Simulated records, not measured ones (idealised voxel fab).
You're looking at the process module voxel gate over fins.
In the cross-section labelled cut, the width is 300 nm and each square cell is 5 nm.
For the purposes of this document, a cross-section shall be understood as a grid of square cells, specified as bands listed in top-to-bottom order, each band consisting of one or more rows of cells. Quick guide to a band line: top height, bottom height (nm) up front; then every material left to right with its width in nm. Only one material and it's marked "full width"? Then it fills the band edge to edge. And "air" just means empty space. Note: height 0 marks the level under which the wafer is uniformly one material as received. Lowest band unbounded below, written "from 0 down". Width spec "30..40" -> top row of cells at first value, bottom row at second value, equal per-row change in between. "nothing altered" (step): cross-section cells unchanged, all of them. You'll see "Encapsulated voids" listing empty spaces that have no way open to the top, as long as they're 8 cells or more; the notation is width x height at distance, where the distance is from the left edge, and all of it is in nm. That trailing text on a step's line, after the settings, is the simulator's own remark on the step. Regarding "overlay nm": on a step with a mask, it is the distance the mask lay to the right of its planned place; a negative value places it to the left.

# Planned step list for the process
1. RECEIVE, material Si
2. CONFORMAL_DEP, material SiN, thk nm 5
3. MASKED_ETCH, tone cover, mask id FINS, width nm 15, pitch nm 40, etch materials SiN, depth nm 5, overlay nm 0
4. MASKED_ETCH, tone cover, mask id FINS, width nm 15, pitch nm 40, etch materials Si, depth nm 40, overlay nm 0
5. OXIDIZE, depth nm 5
6. FILL_DEP, material SiO2, thk nm 15
7. CMP, height nm 5
8. SELECTIVE_ETCH, etch materials SiO2, depth nm 20
9. STRIP, etch materials SiN
10. CONFORMAL_DEP, material HfO2, thk nm 5
11. CONFORMAL_DEP, material TiN, thk nm 5
12. FILL_DEP, material W, thk nm 15
13. CMP, height nm 20
14. CONFORMAL_DEP, material SiN, thk nm 5

# What follows covers the first of two wafers; it ran as planned

# Shown in cross-section is the wafer as received, that is, as it stands after step 1
- from 0 down | Si full width
- Encapsulated voids: none

# The wafer, seen in cross-section, after step 2
- from 5 to 0 | SiN full width
- Everything below 0 is unchanged.

# The wafer, seen in cross-section, after step 3
- from 5 to 0 | air=100; SiN=15; air=25; SiN=15; air=25; SiN=15; air=105
- Everything below 0 is unchanged.

# The wafer, seen in cross-section, after step 4
- from 5 to 0 | air=100; SiN=15; air=25; SiN=15; air=25; SiN=15; air=105
- from 0 to -40 | air=100; Si=15; air=25; Si=15; air=25; Si=15; air=105
- Everything below -40 is unchanged.

# The wafer, seen in cross-section, after step 5
- from 5 to 0 | air=100; SiN=15; air=25; SiN=15; air=25; SiN=15; air=105
- from 0 to -40 | air=100; SiO2=5; Si=5; SiO2=5; air=25; SiO2=5; Si=5; SiO2=5; air=25; SiO2=5; Si=5; SiO2=5; air=105
- from -40 to -45 | SiO2=105; Si=5; SiO2=35; Si=5; SiO2=35; Si=5; SiO2=110
- Everything below -45 is unchanged.

# The wafer, seen in cross-section, after step 6
- from 20 to 5 | SiO2 full width
- from 5 to 0 | SiO2=100; SiN=15; SiO2=25; SiN=15; SiO2=25; SiN=15; SiO2=105
- from 0 to -45 | SiO2=105; Si=5; SiO2=35; Si=5; SiO2=35; Si=5; SiO2=110
- Everything below -45 is unchanged.

# The wafer, seen in cross-section, after step 7
- from 5 to 0 | SiO2=100; SiN=15; SiO2=25; SiN=15; SiO2=25; SiN=15; SiO2=105
- Everything below 0 is unchanged.

# The wafer, seen in cross-section, after step 8
- from 5 to 0 | air=100; SiN=15; air=25; SiN=15; air=25; SiN=15; air=105
- from 0 to -15 | air=105; Si=5; air=35; Si=5; air=35; Si=5; air=110
- Everything below -15 is unchanged.

# The wafer, seen in cross-section, after step 9
- from 0 to -15 | air=105; Si=5; air=35; Si=5; air=35; Si=5; air=110
- Everything below -15 is unchanged.

# The wafer, seen in cross-section, after step 10
- from 5 to 0 | air=100; HfO2=15; air=25; HfO2=15; air=25; HfO2=15; air=105
- from 0 to -10 | air=100; HfO2=5; Si=5; HfO2=5; air=25; HfO2=5; Si=5; HfO2=5; air=25; HfO2=5; Si=5; HfO2=5; air=105
- from -10 to -15 | HfO2=105; Si=5; HfO2=35; Si=5; HfO2=35; Si=5; HfO2=110
- Everything below -15 is unchanged.

# The wafer, seen in cross-section, after step 11
- from 10 to 5 | air=95; TiN=25; air=15; TiN=25; air=15; TiN=25; air=100
- from 5 to 0 | air=95; TiN=5; HfO2=15; TiN=5; air=15; TiN=5; HfO2=15; TiN=5; air=15; TiN=5; HfO2=15; TiN=5; air=100
- from 0 to -5 | air=95; TiN=5; HfO2=5; Si=5; HfO2=5; TiN=5; air=15; TiN=5; HfO2=5; Si=5; HfO2=5; TiN=5; air=15; TiN=5; HfO2=5; Si=5; HfO2=5; TiN=5; air=100
- from -5 to -10 | TiN=100; HfO2=5; Si=5; HfO2=5; TiN=25; HfO2=5; Si=5; HfO2=5; TiN=25; HfO2=5; Si=5; HfO2=5; TiN=105
- Everything below -10 is unchanged.

# The wafer, seen in cross-section, after step 12
- from 25 to 10 | W full width
- from 10 to 5 | W=95; TiN=25; W=15; TiN=25; W=15; TiN=25; W=100
- from 5 to 0 | W=95; TiN=5; HfO2=15; TiN=5; W=15; TiN=5; HfO2=15; TiN=5; W=15; TiN=5; HfO2=15; TiN=5; W=100
- from 0 to -5 | W=95; TiN=5; HfO2=5; Si=5; HfO2=5; TiN=5; W=15; TiN=5; HfO2=5; Si=5; HfO2=5; TiN=5; W=15; TiN=5; HfO2=5; Si=5; HfO2=5; TiN=5; W=100
- Everything below -5 is unchanged.

# The wafer, seen in cross-section, after step 13
- from 20 to 10 | W full width
- Everything below 10 is unchanged.

# The wafer, seen in cross-section, after step 14
- from 25 to 20 | SiN full width
- Everything below 20 is unchanged.

# The second wafer: identical to the first at the outset and in its planned sequence, differing only in that one mistake was made during processing; up to and including step 1, its path is the first wafer's path

Second wafer cross-section, taken as of the time the plan sets for step 2 to be done: nothing altered

Second wafer cross-section, taken as of the time the plan sets for step 3 to be done: nothing altered

# Second wafer cross-section, taken as of the time the plan sets for step 4 to be done
- from 0 to -40 | air=100; Si=15; air=25; Si=15; air=25; Si=15; air=105
- Everything below -40 is unchanged.

# Second wafer cross-section, taken as of the time the plan sets for step 5 to be done
- from 0 to -5 | air=100; SiO2=15; air=25; SiO2=15; air=25; SiO2=15; air=105
- from -5 to -40 | air=100; SiO2=5; Si=5; SiO2=5; air=25; SiO2=5; Si=5; SiO2=5; air=25; SiO2=5; Si=5; SiO2=5; air=105
- from -40 to -45 | SiO2=105; Si=5; SiO2=35; Si=5; SiO2=35; Si=5; SiO2=110
- Everything below -45 is unchanged.

# Second wafer cross-section, taken as of the time the plan sets for step 6 to be done
- from 15 to -5 | SiO2 full width
- from -5 to -45 | SiO2=105; Si=5; SiO2=35; Si=5; SiO2=35; Si=5; SiO2=110
- Everything below -45 is unchanged.

# Second wafer cross-section, taken as of the time the plan sets for step 7 to be done
- from 5 to -5 | SiO2 full width
- Everything below -5 is unchanged.

# Second wafer cross-section, taken as of the time the plan sets for step 8 to be done
- from -5 to -15 | air=105; Si=5; air=35; Si=5; air=35; Si=5; air=110
- Everything below -15 is unchanged.

Second wafer cross-section, taken as of the time the plan sets for step 9 to be done: nothing altered

# Second wafer cross-section, taken as of the time the plan sets for step 10 to be done
- from 0 to -5 | air=100; HfO2=15; air=25; HfO2=15; air=25; HfO2=15; air=105
- from -5 to -10 | air=100; HfO2=5; Si=5; HfO2=5; air=25; HfO2=5; Si=5; HfO2=5; air=25; HfO2=5; Si=5; HfO2=5; air=105
- from -10 to -15 | HfO2=105; Si=5; HfO2=35; Si=5; HfO2=35; Si=5; HfO2=110
- Everything below -15 is unchanged.

# Second wafer cross-section, taken as of the time the plan sets for step 11 to be done
- from 5 to 0 | air=95; TiN=25; air=15; TiN=25; air=15; TiN=25; air=100
- from 0 to -5 | air=95; TiN=5; HfO2=15; TiN=5; air=15; TiN=5; HfO2=15; TiN=5; air=15; TiN=5; HfO2=15; TiN=5; air=100
- from -5 to -10 | TiN=100; HfO2=5; Si=5; HfO2=5; TiN=25; HfO2=5; Si=5; HfO2=5; TiN=25; HfO2=5; Si=5; HfO2=5; TiN=105
- Everything below -10 is unchanged.

# Second wafer cross-section, taken as of the time the plan sets for step 12 to be done
- from 20 to 5 | W full width
- from 5 to 0 | W=95; TiN=25; W=15; TiN=25; W=15; TiN=25; W=100
- from 0 to -5 | W=95; TiN=5; HfO2=15; TiN=5; W=15; TiN=5; HfO2=15; TiN=5; W=15; TiN=5; HfO2=15; TiN=5; W=100
- Everything below -5 is unchanged.

Second wafer cross-section, taken as of the time the plan sets for step 13 to be done: nothing altered

# Second wafer cross-section, taken as of the time the plan sets for step 14 to be done
- from 25 to 20 | SiN full width
- Everything below 20 is unchanged.
What was done differently from what was planned? step 2 of the plan was jumped over and never run
at the end the second wafer has, in cells: HfO2: 6 fewer; Si: 3 fewer; TiN: 6 fewer; W: 15 more
